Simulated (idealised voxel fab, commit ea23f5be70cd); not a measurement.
You're looking at the process module voxel lift off.
In the cross-section labelled cut, the width is 150 nm and each square cell is 5 nm.
Bands, listed from the top down, are how a cross-section gets written in this document; the cross-section itself is a grid of square cells, and a band is one or more rows of them.
The entry gives the band's vertical extent as a top height and a bottom height in nm, then its horizontal make-up as materials from left to right, each with a width in nm. "air" stands for empty space; a single material marked "throughout" fills the band edge to edge.
Heights are reckoned from 0. Under this level, the received wafer is all of one material. The bottommost band is open-ended downward, for example "from 0 down".
Per-row width for "30..40": begins at first number (top row of band), ends at second number (bottom row), increment between rows held constant.
What does "everything unchanged" mean for a step? It means no cell of the cross-section changed in that step.
The label "Cavities, closed" introduces a list of the empty spaces, 8 cells or larger, that have no open way up to the top; each entry in it reads width x height at distance, where the distance is taken from the left edge and all three are stated in nm.
after a step's settings: what the simulator itself notes on the step
The optional step-line setting "overlay nm" applies to steps with a mask and quantifies how far to the right of its planned location the mask lay, a negative value indicating leftward placement.

Process steps (planned):
1. RECEIVE [material Si]
2. CONFORMAL_DEP [material SiO2] [thk nm 15]
3. PATTERN [tone open] [mask id LINES] [material resist] [width nm 25] [pitch nm 45] [thk nm 20] [overlay nm 0]
4. DIRECTIONAL_DEP [material Ru] [thk nm 5]
5. STRIP [etch materials resist]
6. CONFORMAL_DEP [material SiN] [thk nm 5]

The cross-section here shows the wafer as received, i.e. in its state after step 1:
	from 0 down = Si throughout
	Cavities, closed: none

First of two wafers, end-of-module section, run followed plan:
	from 25 to 20 = air=35 / SiN=35 / air=10 / SiN=35 / air=35
	from 20 to 15 = SiN=40 / Ru=25 / SiN=20 / Ru=25 / SiN=40
	from 15 to 0 = SiO2 throughout
	from 0 down = Si throughout
	Cavities, closed: none

Cross-section at end of module for the second wafer of two, which matched the first in starting point and plan and differed by one mistake in its processing:
	from 40 to 35 = air=35 / SiN=35 / air=10 / SiN=35 / air=35
	from 35 to 30 = SiN=40 / Ru=25 / SiN=20 / Ru=25 / SiN=40
	from 30 to 0 = SiO2 throughout
	from 0 down = Si throughout
	Cavities, closed: none
What was the processing mistake? regarding the plan, step 2 was run twice
Looking at both finished wafers in cells, the second ends up ahead of or behind the first on some materials: 90 more of SiO2
